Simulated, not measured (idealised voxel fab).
Process module name: voxel gate over fins
Square cells of 5 nm make up the cross-section cut, whose width is 265 nm.
How to read a cross-section here: the picture is a grid of square cells, written as bands going from the top down, and any band can span one or more rows of cells. In this notation a band is specified by the heights of its top and bottom, in that order and in nm, after which its materials appear from left to right, each paired with its width in nm. The word "everywhere" attached to a single material means that material fills the band from edge to edge; the word "empty" stands for empty space. Heads up on the height convention: 0 is the point under which the incoming wafer is all one material, and the lowest band has no bottom, it just keeps going down, like "top 0, no bottom". A width such as "30..40" changes by the same amount from each row of cells to the next, from the band's top row to its bottom row. Take "same as before" at face value: in the step it is given for, the cross-section changed in none of its cells. Listed in "Closed void entries": every empty space of 8 or more cells without an open way to the top. Form: width x height at distance, the distance being from the left edge, all in nm. after a step's settings: what the simulator itself notes on the step. overlay nm: where the mask lay relative to plan, measured to the right, on steps with a mask; negatives go left.
**Process steps foreseen in the plan**
1: op RECEIVE | material Si
2: op CONFORMAL_DEP | material SiN | thk nm 10
3: op MASKED_ETCH | tone cover | mask id FINS | width nm 15 | pitch nm 45 | etch materials SiN | depth nm 10 | overlay nm 0
4: op MASKED_ETCH | tone cover | mask id FINS | width nm 15 | pitch nm 45 | etch materials Si | depth nm 40 | overlay nm 0
5: op FILL_DEP | material SiO2 | thk nm 5
6: op CMP | height nm 10
7: op SELECTIVE_ETCH | etch materials SiO2 | depth nm 25
8: op STRIP | etch materials SiN
9: op CONFORMAL_DEP | material HfO2 | thk nm 5
10: op CONFORMAL_DEP | material TiN | thk nm 5
11: op FILL_DEP | material W | thk nm 15
12: op CMP | height nm 20
13: op CONFORMAL_DEP | material SiCN | thk nm 10
Every wafer here starts from the same state; it is the step 3 width nm that distinguishes them, and the value the plan gives belongs to the first wafer.
**Here's the first of the wafers in cross-section, just as we got it, i.e. after step 1**
	top 0, no bottom | Si everywhere
	Closed void entries: none
**Post step 13, the closing step of the module: first of several wafers, cross-sectioned**
	top 30, bottom 20 | SiCN everywhere
	top 20, bottom 10 | W everywhere
	top 10, bottom 5 | 70 of W / 35 of TiN / 10 of W / 35 of TiN / 10 of W / 35 of TiN / 70 of W
	top 5, bottom 0 | 70 of W / 5 of TiN / 25 of HfO2 / 5 of TiN / 10 of W / 5 of TiN / 25 of HfO2 / 5 of TiN / 10 of W / 5 of TiN / 25 of HfO2 / 5 of TiN / 70 of W
	top 0, bottom -5 | 70 of W / 5 of TiN / 5 of HfO2 / 15 of Si / 5 of HfO2 / 5 of TiN / 10 of W / 5 of TiN / 5 of HfO2 / 15 of Si / 5 of HfO2 / 5 of TiN / 10 of W / 5 of TiN / 5 of HfO2 / 15 of Si / 5 of HfO2 / 5 of TiN / 70 of W
	top -5, bottom -10 | 75 of TiN / 5 of HfO2 / 15 of Si / 5 of HfO2 / 20 of TiN / 5 of HfO2 / 15 of Si / 5 of HfO2 / 20 of TiN / 5 of HfO2 / 15 of Si / 5 of HfO2 / 75 of TiN
	top -10, bottom -15 | 80 of HfO2 / 15 of Si / 30 of HfO2 / 15 of Si / 30 of HfO2 / 15 of Si / 80 of HfO2
	top -15, bottom -40 | 80 of SiO2 / 15 of Si / 30 of SiO2 / 15 of Si / 30 of SiO2 / 15 of Si / 80 of SiO2
	top -40, no bottom | Si everywhere
	Closed void entries: none
**Last-wafer cross-section at the end of the module**
	top 30, bottom 20 | SiCN everywhere
	top 20, bottom 10 | W everywhere
	top 10, bottom 5 | 65 of W / 140 of TiN / 60 of W
	top 5, bottom 0 | 65 of W / 5 of TiN / 40 of HfO2 / 5 of TiN / 40 of HfO2 / 5 of TiN / 40 of HfO2 / 5 of TiN / 60 of W
	top 0, bottom -5 | 65 of W / 5 of TiN / 5 of HfO2 / 30 of Si / 5 of HfO2 / 5 of TiN / 5 of HfO2 / 30 of Si / 5 of HfO2 / 5 of TiN / 5 of HfO2 / 30 of Si / 5 of HfO2 / 5 of TiN / 60 of W
	top -5, bottom -10 | 70 of TiN / 5 of HfO2 / 30 of Si / 5 of HfO2 / 5 of TiN / 5 of HfO2 / 30 of Si / 5 of HfO2 / 5 of TiN / 5 of HfO2 / 30 of Si / 5 of HfO2 / 65 of TiN
	top -10, bottom -15 | 75 of HfO2 / 30 of Si / 15 of HfO2 / 30 of Si / 15 of HfO2 / 30 of Si / 70 of HfO2
	top -15, bottom -40 | 75 of SiO2 / 30 of Si / 15 of SiO2 / 30 of Si / 15 of SiO2 / 30 of Si / 70 of SiO2
	top -40, no bottom | Si everywhere
	Closed void entries: none
**Rows = wafers. At module end, each row lists per material the cells gained (+) or lost (-) since the wafer was received, then the closed voids**
width nm 15; +71 HfO2; -352 Si; +106 SiCN; +220 SiO2; +71 TiN; +202 W; Closed void entries: none
width nm 20; +71 HfO2; -328 Si; +106 SiCN; +205 SiO2; +71 TiN; +193 W; Closed void entries: none
width nm 25; +71 HfO2; -304 Si; +106 SiCN; +190 SiO2; +71 TiN; +184 W; Closed void entries: none
width nm 30; +71 HfO2; -280 Si; +106 SiCN; +175 SiO2; +65 TiN; +181 W; Closed void entries: none
